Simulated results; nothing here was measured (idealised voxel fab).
This section sets out a process module, namely voxel released beams.
This is section cut - it's 210 nm across, gridded in 5 nm square cells.
Format of a cross-section: grid, square cells. Given as bands. Order: top down. Band: one or more rows of cells.
Band: top height; bottom height; in nm. Then, left to right: material with width in nm, for each material. "throughout": a single material spanning edge to edge. "air": empty space.
Beneath 0, the wafer as received is one material, and that level is where height counting begins. The lowest band goes on downward without a bottom; it is written like "0 -> down".
Width: "30 to 40" (first number = top row, second number = bottom row, same change from row to row of cells).
For the purposes of this document, the phrase "left unchanged" attached to a step denotes that no cell within the cross-section was modified by that step.
Closed empty spaces (no open way to the top) of 8 cells or more are what "Catalogued sealed voids" lists, each as width x height at distance from the left edge, nm for all three.
If you see something after the settings on a step's line, that's the simulator's own remark about that step.
The optional step-line setting "overlay nm" applies to steps with a mask and quantifies how far to the right of its planned location the mask lay, a negative value indicating leftward placement.

Here's what the planned process steps look like:
1,RECEIVE, material Si
2,CONFORMAL_DEP, material Al2O3, thk nm 10
3,DIRECTIONAL_DEP, material SiO2, thk nm 20
4,PATTERN, tone open, mask id ANCHOR, material resist, width nm 35, thk nm 20, overlay nm 0
5,DIRECTIONAL_ETCH, etch materials SiO2, depth nm 20
6,STRIP, etch materials resist
7,CONFORMAL_DEP, material polySi, thk nm 15
8,MASKED_ETCH, tone cover, mask id BEAM, width nm 115, etch materials polySi, depth nm 15, overlay nm 0
9,STRIP, etch materials SiO2

Step 1 complete: cross-section of the wafer as received:
- 0 -> down = Si throughout
- Catalogued sealed voids: none

Cross-section taken at module completion on the first of two wafers; processed per the plan:
- 45 -> 30 = air: 45, then polySi: 20, then air: 5, then polySi: 90, then air: 50
- 30 -> 25 = air: 50, then polySi: 15, then air: 5, then polySi: 15, then air: 125
- 25 -> 10 = air: 50, then polySi: 35, then air: 125
- 10 -> 0 = Al2O3 throughout
- 0 -> down = Si throughout
- Catalogued sealed voids: none

Wafer two (of two), end-of-module cross-section: start = wafer one, plan = wafer one, one run mistake:
- 45 -> 30 = air: 40, then polySi: 25, then air: 5, then polySi: 85, then air: 55
- 30 -> 25 = air: 50, then polySi: 15, then air: 5, then polySi: 15, then air: 125
- 25 -> 10 = air: 50, then polySi: 35, then air: 125
- 10 -> 0 = Al2O3 throughout
- 0 -> down = Si throughout
- Catalogued sealed voids: none
Against the plan, the run slipped here: step 8 did not happen as planned, as run it was MASKED_ETCH, tone cover, mask id BEAM, width nm 115, etch materials polySi, depth nm 15, overlay nm -5
In the final comparison it is observed that the number of cells assigned to each material is identical for the two wafers, whereas their placement is not.
